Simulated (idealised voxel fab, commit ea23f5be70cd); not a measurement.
Process module name: voxel ribs on slabs
Pictured: cross-section cut, 200 nm wide, on a grid of 5 nm square cells.
When this document writes out a cross-section, it uses a grid of square cells and lists it as bands, beginning at the top and moving down, with a band standing for one or more rows of cells. Basically the band line says how high the top is and how high the bottom is, in nm, and then what's in it from left to right, every material with its width in nm. Empty space shows up as "air", and if a single material carries "everywhere" it runs the full band edge to edge. The reference from which all heights are counted is 0, the level beneath which the as-received wafer is entirely one material; the lowest band, having no lower bound, proceeds downward and is written after the example "0 and below". Width "30..40": first value at the band's top row of cells, second value at its bottom row, equal change from row to row. The designation "nothing different", where it is given for a processing step, indicates that no cell of the cross-section was altered in the course of that step. "Enclosed void listing" enumerates empty spaces isolated from the top, with no open way to it, that contain at least 8 cells, giving each as width x height at distance from the left edge, all three in nm. Read whatever lies past the settings on a step's line as the simulator's own remark about the step. overlay nm, on a step with a mask: how far to the right of its planned place the mask lay; to the left if negative.

PROCESS STEPS (PLANNED)
1,RECEIVE: material Si
2,DIRECTIONAL_DEP: material SiO2, thk nm 30
3,DIRECTIONAL_DEP: material polySi, thk nm 15
4,MASKED_ETCH: tone cover, mask id RIB, width nm 15, etch materials polySi, depth nm 10, overlay nm -15
5,PATTERN: tone cover, mask id SLAB, material resist, width nm 55, thk nm 15, overlay nm 0
6,DIRECTIONAL_ETCH: etch materials polySi, depth nm 5
7,STRIP: etch materials resist
8,FILL_DEP: material SiO2, thk nm 20
9,CMP: height nm 55
10,DIRECTIONAL_DEP: material W, thk nm 5
11,MASKED_ETCH: tone cover, mask id HEATER, width nm 25, etch materials W, depth nm 5, overlay nm 0
12,CONFORMAL_DEP: material SiN, thk nm 5
Be aware that, although all wafers share a common starting state, the overlay nm at step 4 differs among them, and the plan displays the first wafer's value.

CROSS-SECTION OF THE FIRST OF SEVERAL WAFERS AS RECEIVED (AFTER STEP 1)
    0 and below  Si everywhere
    Enclosed void listing: none

HERE IS HOW TO READ THE ROWS: EVERY WAFER HAS A ROW, AND IT SHOWS THE WAFER AT THE END OF THE MODULE, GIVING FOR EACH MATERIAL HOW MANY CELLS WERE GAINED (+) OR LOST (-) SINCE THE WAFER WAS RECEIVED, THEN LISTING ITS CLOSED VOIDS
overlay nm -15; +42 SiN; +423 SiO2; +5 W; +17 polySi; Enclosed void listing: none
overlay nm -10; +42 SiN; +423 SiO2; +5 W; +17 polySi; Enclosed void listing: none
overlay nm -5; +42 SiN; +423 SiO2; +5 W; +17 polySi; Enclosed void listing: none
overlay nm 0; +42 SiN; +423 SiO2; +5 W; +17 polySi; Enclosed void listing: none
overlay nm 5; +42 SiN; +423 SiO2; +5 W; +17 polySi; Enclosed void listing: none
overlay nm 10; +42 SiN; +423 SiO2; +5 W; +17 polySi; Enclosed void listing: none
overlay nm 15; +42 SiN; +423 SiO2; +5 W; +17 polySi; Enclosed void listing: none
